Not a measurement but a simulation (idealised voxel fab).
The process module that follows is named voxel transistor to metal.
Section cut is 210 nm wide and gridded with 5 nm square cells.
Heads up, the way a cross-section reads in here is a grid of square cells, handed over as bands from the top down, with every band being one or more rows of cells. Read a band's entry like this: the first values are the height of its top and the height of its bottom in nm, and what follows is the sequence of materials from left to right, each with its width in nm. Note that "air" is empty space, and that a single material marked "all across" reaches across the band from edge to edge. Measure heights from 0. That's the level where, below it, the as-received wafer is all one material. The lowest band is bottomless and extends downward; write it as in "from 0 down". A two-number width, for instance "30..40", indicates that the width is equal to the first number in the top row of the band and to the second number in the bottom row, and that it changes by a constant amount per row of cells. You'll sometimes find "remained the same" written for a step, and that's the way of saying that nowhere in the cross-section did a cell change during that step. Each empty space that has no open way to the top and spans at least 8 cells appears under "Enclosed internal voids" as width x height at distance, the distance counted from the left edge, all in nm. Where a step's line continues beyond its settings, the continuation is a remark by the simulator itself on that step. Steps that use a mask can have "overlay nm" on their line. It says how far the mask sat to the right of where it was meant to be. Negative means to the left.

# Listed below are the process steps as planned
| 1 | op RECEIVE | material Si |
| 2 | op CONFORMAL_DEP | material SiO2 | thk nm 5 |
| 3 | op CONFORMAL_DEP | material SiN | thk nm 15 |
| 4 | op DIRECTIONAL_DEP | material aC | thk nm 10 |
| 5 | op PATTERN | tone cover | mask id ACTIVE | material resist | width nm 105 | thk nm 30 | overlay nm 0 |
| 6 | op DIRECTIONAL_ETCH | etch materials aC | depth nm 10 |
| 7 | op STRIP | etch materials resist |
| 8 | op DIRECTIONAL_ETCH | etch materials SiN | depth nm 15 |
| 9 | op DIRECTIONAL_ETCH | etch materials SiO2 | depth nm 5 |
| 10 | op DIRECTIONAL_ETCH | etch materials Si | depth nm 25 |
| 11 | op STRIP | etch materials aC |
| 12 | op OXIDIZE | depth nm 5 |
| 13 | op FILL_DEP | material SiO2 | thk nm 5 |
| 14 | op CMP | height nm 20 |
| 15 | op SELECTIVE_ETCH | etch materials SiO2 | depth nm 10 |
| 16 | op STRIP | etch materials SiN |
| 17 | op SELECTIVE_ETCH | etch materials SiO2 | depth nm 5 |
| 18 | op OXIDIZE | depth nm 5 |
| 19 | op DIRECTIONAL_DEP | material polySi | thk nm 30 |
| 20 | op DIRECTIONAL_DEP | material SiCN | thk nm 15 |
| 21 | op MASKED_ETCH | tone cover | mask id GATE | width nm 25 | etch materials SiCN | depth nm 25 | overlay nm 0 |
| 22 | op MASKED_ETCH | tone cover | mask id GATE | width nm 25 | etch materials polySi | depth nm 40 | overlay nm 0 |
| 23 | op CONFORMAL_DEP | material SiO2 | thk nm 5 |
| 24 | op DIRECTIONAL_ETCH | etch materials SiO2 | depth nm 5 |
| 25 | op CONFORMAL_DEP | material SiN | thk nm 5 |
| 26 | op DIRECTIONAL_ETCH | etch materials SiN | depth nm 5 |
| 27 | op DIRECTIONAL_ETCH | etch materials SiO2 | depth nm 5 |
| 28 | op DIRECTIONAL_ETCH | etch materials Si | depth nm 5 |
| 29 | op EPI | material SiGe | thk nm 5 |
| 30 | op FILL_DEP | material SiO2 | thk nm 5 |
| 31 | op CMP | height nm 30 |
| 32 | op STRIP | etch materials polySi |
| 33 | op SELECTIVE_ETCH | etch materials SiO2 | depth nm 5 |
| 34 | op CONFORMAL_DEP | material HfO2 | thk nm 5 |
| 35 | op CONFORMAL_DEP | material TiN | thk nm 5 |
| 36 | op FILL_DEP | material W | thk nm 10 |
| 37 | op CMP | height nm 25 |
| 38 | op DIRECTIONAL_DEP | material SiO2 | thk nm 15 |
| 39 | op DIRECTIONAL_DEP | material aC | thk nm 15 |
| 40 | op PATTERN | tone open | mask id CONTACT | material resist | width nm 20 | pitch nm 75 | thk nm 30 | overlay nm 0 |
| 41 | op DIRECTIONAL_ETCH | etch materials aC | depth nm 15 |
| 42 | op STRIP | etch materials resist |
| 43 | op DIRECTIONAL_ETCH | etch materials SiO2 | depth nm 45 |
| 44 | op STRIP | etch materials aC |
| 45 | op CONFORMAL_DEP | material TiN | thk nm 5 |
| 46 | op FILL_DEP | material W | thk nm 5 |
| 47 | op CMP | height nm 40 |
| 48 | op CONFORMAL_DEP | material SiN | thk nm 5 |
| 49 | op DIRECTIONAL_DEP | material SiO2 | thk nm 15 |
| 50 | op MASKED_ETCH | tone open | mask id METAL_1 | width nm 20 | pitch nm 75 | etch materials SiO2 | depth nm 15 | overlay nm 0 |
| 51 | op MASKED_ETCH | tone open | mask id METAL_1 | width nm 20 | pitch nm 75 | etch materials SiN | depth nm 5 | overlay nm 0 |
| 52 | op CONFORMAL_DEP | material TiN | thk nm 5 |
| 53 | op FILL_DEP | material Cu | thk nm 5 |
| 54 | op CMP | height nm 60 |
| 55 | op EPI | material Ru | thk nm 5 |
| 56 | op FILL_DEP | material SiCN | thk nm 5 |

# Wafer as received: cross-section following step 1
  from 0 down | Si all across
  Enclosed internal voids: none

# First wafer of two, sectioned at end of module; run went per plan
  from 70 to 65 | SiCN all across
  from 65 to 60 | SiCN 50 nm / Ru 30 nm / SiCN 45 nm / Ru 30 nm / SiCN 55 nm
  from 60 to 45 | SiO2 55 nm / TiN 5 nm / Cu 10 nm / TiN 5 nm / SiO2 55 nm / TiN 5 nm / Cu 10 nm / TiN 5 nm / SiO2 60 nm
  from 45 to 40 | SiN 55 nm / TiN 20 nm / SiN 55 nm / TiN 20 nm / SiN 60 nm
  from 40 to 25 | SiO2 55 nm / TiN 5 nm / W 10 nm / TiN 5 nm / SiO2 55 nm / TiN 5 nm / W 10 nm / TiN 5 nm / SiO2 60 nm
  from 25 to 5 | SiO2 55 nm / TiN 5 nm / W 10 nm / TiN 5 nm / SiO2 5 nm / SiN 5 nm / HfO2 5 nm / TiN 5 nm / W 15 nm / TiN 5 nm / HfO2 5 nm / SiN 5 nm / SiO2 5 nm / TiN 5 nm / W 10 nm / TiN 5 nm / SiO2 60 nm
  from 5 to 0 | SiO2 50 nm / SiN 5 nm / TiN 5 nm / W 10 nm / TiN 5 nm / SiO2 5 nm / SiN 5 nm / HfO2 5 nm / TiN 25 nm / HfO2 5 nm / SiN 5 nm / SiO2 5 nm / TiN 5 nm / W 10 nm / TiN 5 nm / SiN 5 nm / SiO2 55 nm
  from 0 to -5 | SiO2 55 nm / TiN 20 nm / SiGe 5 nm / SiO2 5 nm / HfO2 35 nm / SiO2 5 nm / SiGe 5 nm / TiN 20 nm / SiO2 60 nm
  from -5 to -10 | SiO2 55 nm / SiGe 25 nm / Si 45 nm / SiGe 25 nm / SiO2 60 nm
  from -10 to -30 | SiO2 55 nm / Si 95 nm / SiO2 60 nm
  from -30 down | Si all across
  Enclosed internal voids: none

# Here's the second of our two wafers sectioned at module end. Same start as the first, same plan, but one mistake got made running it
  from 70 to 65 | SiCN all across
  from 65 to 60 | SiCN 50 nm / Ru 30 nm / SiCN 45 nm / Ru 30 nm / SiCN 55 nm
  from 60 to 45 | SiO2 55 nm / TiN 5 nm / Cu 10 nm / TiN 5 nm / SiO2 55 nm / TiN 5 nm / Cu 10 nm / TiN 5 nm / SiO2 60 nm
  from 45 to 40 | SiN 55 nm / TiN 20 nm / SiN 55 nm / TiN 20 nm / SiN 60 nm
  from 40 to 25 | SiO2 55 nm / TiN 5 nm / W 10 nm / TiN 5 nm / SiO2 55 nm / TiN 5 nm / W 10 nm / TiN 5 nm / SiO2 60 nm
  from 25 to 5 | SiO2 55 nm / TiN 5 nm / W 10 nm / TiN 5 nm / SiO2 5 nm / SiN 5 nm / HfO2 5 nm / TiN 5 nm / W 15 nm / TiN 5 nm / HfO2 5 nm / SiN 5 nm / SiO2 5 nm / TiN 5 nm / W 10 nm / TiN 5 nm / SiO2 60 nm
  from 5 to 0 | SiO2 50 nm / SiN 5 nm / TiN 5 nm / W 10 nm / TiN 5 nm / SiO2 5 nm / SiN 5 nm / HfO2 5 nm / TiN 25 nm / HfO2 5 nm / SiN 5 nm / SiO2 5 nm / TiN 5 nm / W 10 nm / TiN 5 nm / SiO2 5 nm / SiN 5 nm / SiO2 50 nm
  from 0 to -5 | SiO2 55 nm / TiN 20 nm / SiGe 5 nm / SiO2 5 nm / HfO2 35 nm / SiO2 5 nm / SiGe 5 nm / TiN 20 nm / SiO2 60 nm
  from -5 to -10 | SiO2 55 nm / SiGe 25 nm / Si 45 nm / SiGe 30 nm / SiO2 55 nm
  from -10 to -30 | SiO2 55 nm / Si 100 nm / SiO2 55 nm
  from -30 down | Si all across
  Enclosed internal voids: none
what went wrong: step 5 deviated from plan and actually ran as op PATTERN | tone cover | mask id ACTIVE | material resist | width nm 110 | thk nm 30 | overlay nm 0
at the end the second wafer has, in cells: Si +4; SiGe +1; SiO2 -5
